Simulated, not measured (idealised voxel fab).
process module | voxel fin reveal
cross-section cut | 250 nm wide | cells 5 nm
A cross-section is a grid of square cells, given in bands from the top down. A band is one or more rows of cells.
Each band's line starts with the height of the band's top and of its bottom, in nm. Then come its materials from left to right, each with its width in nm. One material with "throughout" fills the band from edge to edge. "air" is empty space.
Height 0 is the level under which the wafer as received is all one material. The lowest band goes on downwards, as in "0 down".
A width such as "30 to 40" changes by the same amount from each row of cells to the next, from the band's top row to its bottom row.
"no change" after a step means that no cell of the cross-section changed.
closed voids: empty space of 8 cells or more with no open way to the top, each as width x height at its distance from the left edge, in nm
after a step's settings: what the simulator itself notes on the step
overlay nm, on a step with a mask: how far to the right of its planned place the mask lay; to the left if negative
plan
1 op RECEIVE | material Si
2 op CONFORMAL_DEP | material SiN | thk nm 10
3 op DIRECTIONAL_DEP | material aC | thk nm 10
4 op PATTERN | tone cover | mask id FINS | material resist | width nm 15 | pitch nm 40 | thk nm 30 | overlay nm 0
5 op DIRECTIONAL_ETCH | etch materials aC | depth nm 10
6 op STRIP | etch materials resist
7 op DIRECTIONAL_ETCH | etch materials SiN | depth nm 10
8 op DIRECTIONAL_ETCH | etch materials Si | depth nm 40
9 op STRIP | etch materials aC
10 op FILL_DEP | material SiO2 | thk nm 10
11 op CMP | height nm 10
12 op SELECTIVE_ETCH | etch materials SiO2 | depth nm 30
13 op STRIP | etch materials SiN
as received, after step 1
  0 down: Si throughout
  closed voids: none
first wafer at the end, as planned
  0 to -20: air 75 | Si 15 | air 25 | Si 15 | air 25 | Si 15 | air 80
  -20 to -40: SiO2 75 | Si 15 | SiO2 25 | Si 15 | SiO2 25 | Si 15 | SiO2 80
  -40 down: Si throughout
  closed voids: none
second wafer at the end: like start, like plan, one mistake
  0 to -20: air 75 | Si 15 | air 25 | Si 15 | air 25 | Si 15 | air 80
  -20 to -30: SiO2 75 | Si 15 | SiO2 25 | Si 15 | SiO2 25 | Si 15 | SiO2 80
  -30 down: Si throughout
  closed voids: none
what went wrong: step 8 ran as: op DIRECTIONAL_ETCH | etch materials Si | depth nm 30
at the end the second wafer has, in cells: 82 more of Si | 82 fewer of SiO2
